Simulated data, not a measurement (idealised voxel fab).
Process module heading - voxel tone inversion
Displayed cross-section: cut, width of 230 nm, square cells sized 5 nm.
Cross-section layout: square cells on a grid; listed as bands, top to bottom; a band spans one or more cell rows. First you get the band's top height and its bottom height, in nm, and then the materials it's made of, left to right, with each width in nm. If you see a single material with "edge to edge", that one covers the band edge to edge. "blank" is empty space. Height 0 is the level under which the wafer as received is all one material. The lowest band goes on downwards, as in "top 0, no bottom". Note: "30->40" means the width goes from the first number (top row of the band) to the second number (bottom row) in equal steps per row of cells. "remained the same", as given for a step, is the statement that not any cell of the cross-section underwent a change during that step. "Voids, enclosed" contains a list of empty spaces, each no smaller than 8 cells and without an open way to the top, written in the form width x height at distance with the distance from the left edge and all three in nm. Whatever follows a step's settings on its line is a remark the simulator itself makes about that step. The "overlay nm" setting may appear on a step's line; for a step that uses a mask, it gives how far to the right of its planned position the mask lay, and a negative value indicates the left.

Steps planned for the process
step 1: RECEIVE,material Si
step 2: CONFORMAL_DEP,material SiCN,thk nm 10
step 3: DIRECTIONAL_DEP,material polySi,thk nm 20
step 4: PATTERN,tone cover,mask id POSTS,material resist,width nm 15,pitch nm 40,thk nm 30,overlay nm 0
step 5: DIRECTIONAL_ETCH,etch materials polySi,depth nm 20
step 6: STRIP,etch materials resist
step 7: FILL_DEP,material lowk,thk nm 10
step 8: CMP,height nm 30
step 9: STRIP,etch materials polySi
step 10: CONFORMAL_DEP,material TiN,thk nm 5
step 11: FILL_DEP,material Ru,thk nm 10
step 12: CMP,height nm 30
step 13: CONFORMAL_DEP,material SiN,thk nm 5

Here's what the wafer looked like in cross-section when it arrived - that's after step 1
    top 0, no bottom | Si edge to edge
    Voids, enclosed: none

One mistake in running the module, otherwise start and plan as above: cross-section at the end
    top 35, bottom 30 | SiN edge to edge
    top 30, bottom 15 | 65 nm lowk  5 nm TiN  5 nm SiCN  5 nm TiN  25 nm lowk  5 nm TiN  5 nm SiCN  5 nm TiN  25 nm lowk  5 nm TiN  5 nm SiCN  5 nm TiN  70 nm lowk
    top 15, bottom 10 | 65 nm lowk  15 nm TiN  25 nm lowk  15 nm TiN  25 nm lowk  15 nm TiN  70 nm lowk
    top 10, bottom 0 | SiCN edge to edge
    top 0, no bottom | Si edge to edge
    Voids, enclosed: none
Deviation noted in wafer processing: step 11 changed vs plan, executed as FILL_DEP,material SiCN,thk nm 10
